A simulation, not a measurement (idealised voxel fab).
Documented hereafter: the process module known as voxel air gaps.
We display cut, a cross-section 280 nm in width whose square cells are each 5 nm.
Think of the cross-section as a grid of square cells. We describe it in bands, top to bottom, and each band covers one or more rows of those cells.
What a band's entry tells you: where the top is and where the bottom is, as heights in nm, and after that what lies inside, material by material from left to right, each with its width in nm. Empty space is written as the word "blank", and a single material marked with the word "all across" occupies the band from edge to edge.
We count height from 0. Below that, the starting wafer is all one material. The lowest band never ends at the bottom but goes on down; see "0 nm and below" for how that is written.
The expression "30 to 40" gives the width at the extremes of the band, the first number at its top row of cells and the second at its bottom row, with the width changing by equal amounts from each row to the next in between.
Step note "no change occurred" = no cross-section cell changed.
Enclosed voids (no open way to top), threshold 8 cells or more, entry "Fully closed voids", notation width x height at distance, distance from left edge, nm.
Step line, after settings: the simulator's comment on this step.
For masked steps, "overlay nm" on the step line gives how far right of plan the mask actually lay; a minus sign means it lay to the left.
# Planned process steps
1: RECEIVE (material Si)
2: CONFORMAL_DEP (material SiO2; thk nm 10)
3: CONFORMAL_DEP (material SiCN; thk nm 5)
4: DIRECTIONAL_DEP (material lowk; thk nm 35)
5: MASKED_ETCH (tone open; mask id LINES; width nm 15; pitch nm 40; etch materials lowk; depth nm 35; overlay nm 0)
6: CONFORMAL_DEP (material TiN; thk nm 5)
7: FILL_DEP (material W; thk nm 10)
8: CMP (height nm 50)
9: EPI (material Ru; thk nm 10)
10: SELECTIVE_ETCH (etch materials lowk; depth nm 45)
11: CONFORMAL_DEP (material SiCN; thk nm 5)
For clarity, it should be stated that the wafers under discussion commence in an identical condition and differ with respect to the thk nm of step 6, the plan indicating the value that the first wafer had.
# As-received state after step 1, first of several wafers, cross-section
* 0 nm and below | Si all across
* Fully closed voids: none
# Each row below is a wafer at the end of the module, listing for every material the number of cells it has gained (+) or lost (-) since it was received, followed by its closed voids
thk nm 5, +56 Ru, +204 SiCN, +112 SiO2, +60 TiN, +24 W, Fully closed voids: 15 x 25 at 90; 15 x 25 at 130; 15 x 25 at 170
thk nm 10, +56 Ru, +204 SiCN, +112 SiO2, +84 TiN, Fully closed voids: 15 x 25 at 90; 15 x 25 at 130; 15 x 25 at 170
thk nm 15, +56 Ru, +204 SiCN, +112 SiO2, +84 TiN, Fully closed voids: 15 x 25 at 90; 15 x 25 at 130; 15 x 25 at 170
thk nm 20, +56 Ru, +204 SiCN, +112 SiO2, +84 TiN, Fully closed voids: 15 x 25 at 90; 15 x 25 at 130; 15 x 25 at 170
